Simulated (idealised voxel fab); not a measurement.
This is a process module. Its name is voxel ribs on slabs.
Pictured: cross-section cut, 155 nm wide, on a grid of 5 nm square cells.
The cross-sections in this document take the form of a grid made of square cells. They are written out as bands, in order from top to bottom. Each band consists of one or more rows of cells. Top, bottom (nm), then materials left to right with widths (nm); lone material tagged "everywhere" fills the whole band edge to edge; "air" = empty space. Zero point of the height axis is 0; under it, received wafer = one material. Lowest band: continues down indefinitely, "0 nm and below". The expression "30->40" gives the width at the extremes of the band, the first number at its top row of cells and the second at its bottom row, with the width changing by equal amounts from each row to the next in between. Step note "no modifications" = no cross-section cell changed. So "Closed void inventory" is basically the list of trapped voids: any empty space of 8 cells or more that can't reach the top through an opening. They're written width x height at distance, the distance being from the left edge, and it's all nm. What comes after the settings on a step's line is commentary from the simulator itself on that step. Each step line may optionally specify "overlay nm", which for a step with a mask gives the rightward distance between the mask's planned place and where it lay, a negative value indicating the leftward direction.
Plan:
| 1 | RECEIVE: material Si |
| 2 | DIRECTIONAL_DEP: material SiO2, thk nm 30 |
| 3 | DIRECTIONAL_DEP: material polySi, thk nm 20 |
| 4 | PATTERN: tone cover, mask id RIB, material resist, width nm 15, thk nm 15, overlay nm 0 |
| 5 | DIRECTIONAL_ETCH: etch materials polySi, depth nm 10 |
| 6 | STRIP: etch materials resist |
| 7 | DIRECTIONAL_DEP: material aC, thk nm 15 |
| 8 | PATTERN: tone cover, mask id SLAB, material resist, width nm 75, thk nm 35, overlay nm -15 |
| 9 | DIRECTIONAL_ETCH: etch materials aC, depth nm 15 |
| 10 | STRIP: etch materials resist |
| 11 | DIRECTIONAL_ETCH: etch materials polySi, depth nm 10 |
| 12 | STRIP: etch materials aC |
| 13 | FILL_DEP: material SiO2, thk nm 25 |
| 14 | CMP: height nm 65 |
| 15 | DIRECTIONAL_DEP: material W, thk nm 10 |
| 16 | PATTERN: tone cover, mask id HEATER, material resist, width nm 25, thk nm 15, overlay nm 0 |
| 17 | DIRECTIONAL_ETCH: etch materials W, depth nm 10 |
| 18 | STRIP: etch materials resist |
| 19 | CONFORMAL_DEP: material SiO2, thk nm 5 |
Variable across wafers: step 8 overlay nm (plan value is that of the first wafer; starting state common to all).
Cross-section, first of several wafers, as delivered after step 1:
    0 nm and below = Si everywhere
    Closed void inventory: none
Per wafer (row), end of module: delta in cells per material since receipt, (+) for gained, (-) for lost; closed voids after that:
overlay nm -15 | +402 SiO2 | +10 W | +36 polySi | Closed void inventory: none
overlay nm -10 | +402 SiO2 | +10 W | +36 polySi | Closed void inventory: none
overlay nm -5 | +402 SiO2 | +10 W | +36 polySi | Closed void inventory: none
overlay nm 0 | +402 SiO2 | +10 W | +36 polySi | Closed void inventory: none
overlay nm 5 | +402 SiO2 | +10 W | +36 polySi | Closed void inventory: none
overlay nm 10 | +402 SiO2 | +10 W | +36 polySi | Closed void inventory: none
overlay nm 15 | +402 SiO2 | +10 W | +36 polySi | Closed void inventory: none
